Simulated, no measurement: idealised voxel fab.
The following is a process module called voxel self aligned contacts.
It is cross-section cut that appears here, measuring 200 nm in width, its square cells being 5 nm in size.
Cross-section, as written here: a square-cell grid given band by band from the top down, where a band holds one or more rows of cells. The band entry comprises the height of the band's top followed by the height of its bottom, expressed in nm, and subsequently the band's materials from left to right, each stated together with its width in nm. Where a single material is marked with the word "everywhere", that material fills the band from edge to edge. The word "air" represents empty space. Heights are measured from 0, the level below which the as-received wafer is all one material; the lowest band has no bottom and continues downward, written as in "0 nm and below". The width entry "30->40" should be interpreted row by row: the top row of cells in the band takes the first number, the bottom row takes the second number, and the change between adjacent rows is uniform throughout. What does "no change occurred" mean for a step? It means no cell of the cross-section changed in that step. Empty spaces counting at least 8 cells and having no open way to the top are listed in "Closed void entries". The notation width x height at distance is used for each, the distance being from the left edge and all three values in nm. What comes after the settings on a step's line is commentary from the simulator itself on that step. overlay nm: where the mask lay relative to plan, measured to the right, on steps with a mask; negatives go left.

[plan]
1,RECEIVE | material Si
2,CONFORMAL_DEP | material SiO2 | thk nm 5
3,DIRECTIONAL_DEP | material polySi | thk nm 30
4,DIRECTIONAL_DEP | material SiN | thk nm 20
5,DIRECTIONAL_DEP | material aC | thk nm 15
6,PATTERN | tone cover | mask id GATE | material resist | width nm 35 | pitch nm 60 | thk nm 35 | overlay nm -5
7,DIRECTIONAL_ETCH | etch materials aC | depth nm 15
8,STRIP | etch materials resist
9,DIRECTIONAL_ETCH | etch materials SiN | depth nm 20
10,DIRECTIONAL_ETCH | etch materials polySi | depth nm 30
11,STRIP | etch materials aC
12,CONFORMAL_DEP | material SiN | thk nm 5
13,DIRECTIONAL_ETCH | etch materials SiN | depth nm 5
14,FILL_DEP | material SiO2 | thk nm 15
15,CMP | height nm 60
16,MASKED_ETCH | tone open | mask id CONTACT | width nm 45 | pitch nm 60 | etch materials SiO2 | depth nm 60 | overlay nm 0
17,CONFORMAL_DEP | material TiN | thk nm 5
18,FILL_DEP | material Ru | thk nm 10
19,CMP | height nm 60
20,CONFORMAL_DEP | material SiCN | thk nm 5
Where the wafers of this document differ is in the overlay nm of step 6; they start out the same, and the plan states the value that applied to the first wafer.

[Cross-section of the first of several wafers as received (after step 1)]
  0 nm and below  Si everywhere
  Closed void entries: none

[End of the module, past its last step, step 20: how the first of several wafers looks in cross-section]
  65 nm to 60 nm  SiCN everywhere
  60 nm to 55 nm  SiO2=45 | TiN=15 | Ru=5 | TiN=25 | SiO2=15 | TiN=15 | Ru=5 | TiN=25 | SiO2=50
  55 nm to 35 nm  SiO2=10 | SiN=45 | TiN=5 | Ru=5 | TiN=5 | SiN=45 | TiN=5 | Ru=5 | TiN=5 | SiN=45 | SiO2=25
  35 nm to 5 nm  SiO2=10 | SiN=5 | polySi=35 | SiN=5 | TiN=5 | Ru=5 | TiN=5 | SiN=5 | polySi=35 | SiN=5 | TiN=5 | Ru=5 | TiN=5 | SiN=5 | polySi=35 | SiN=5 | SiO2=25
  5 nm to 0 nm  SiO2=55 | TiN=15 | SiO2=45 | TiN=15 | SiO2=70
  0 nm and below  Si everywhere
  Closed void entries: none

[Last wafer x-sec, end of module]
  65 nm to 60 nm  SiCN everywhere
  60 nm to 55 nm  SiO2=45 | TiN=30 | Ru=5 | TiN=10 | SiO2=15 | TiN=30 | Ru=5 | TiN=10 | SiO2=50
  55 nm to 35 nm  SiO2=25 | SiN=45 | TiN=5 | Ru=5 | TiN=5 | SiN=45 | TiN=5 | Ru=5 | TiN=5 | SiN=45 | SiO2=10
  35 nm to 5 nm  SiO2=25 | SiN=5 | polySi=35 | SiN=5 | TiN=5 | Ru=5 | TiN=5 | SiN=5 | polySi=35 | SiN=5 | TiN=5 | Ru=5 | TiN=5 | SiN=5 | polySi=35 | SiN=5 | SiO2=10
  5 nm to 0 nm  SiO2=70 | TiN=15 | SiO2=45 | TiN=15 | SiO2=55
  0 nm and below  Si everywhere
  Closed void entries: none

[Table: wafers, a row each; end-of-module cell change per material since receipt, gain (+), loss (-); then closed voids]
overlay nm -5; +22 Ru; +40 SiCN; +144 SiN; +126 SiO2; +62 TiN; +126 polySi; Closed void entries: none
overlay nm 0; +22 Ru; +40 SiCN; +144 SiN; +126 SiO2; +62 TiN; +126 polySi; Closed void entries: none
overlay nm 5; +22 Ru; +40 SiCN; +144 SiN; +126 SiO2; +62 TiN; +126 polySi; Closed void entries: none
overlay nm 10; +22 Ru; +40 SiCN; +144 SiN; +126 SiO2; +62 TiN; +126 polySi; Closed void entries: none
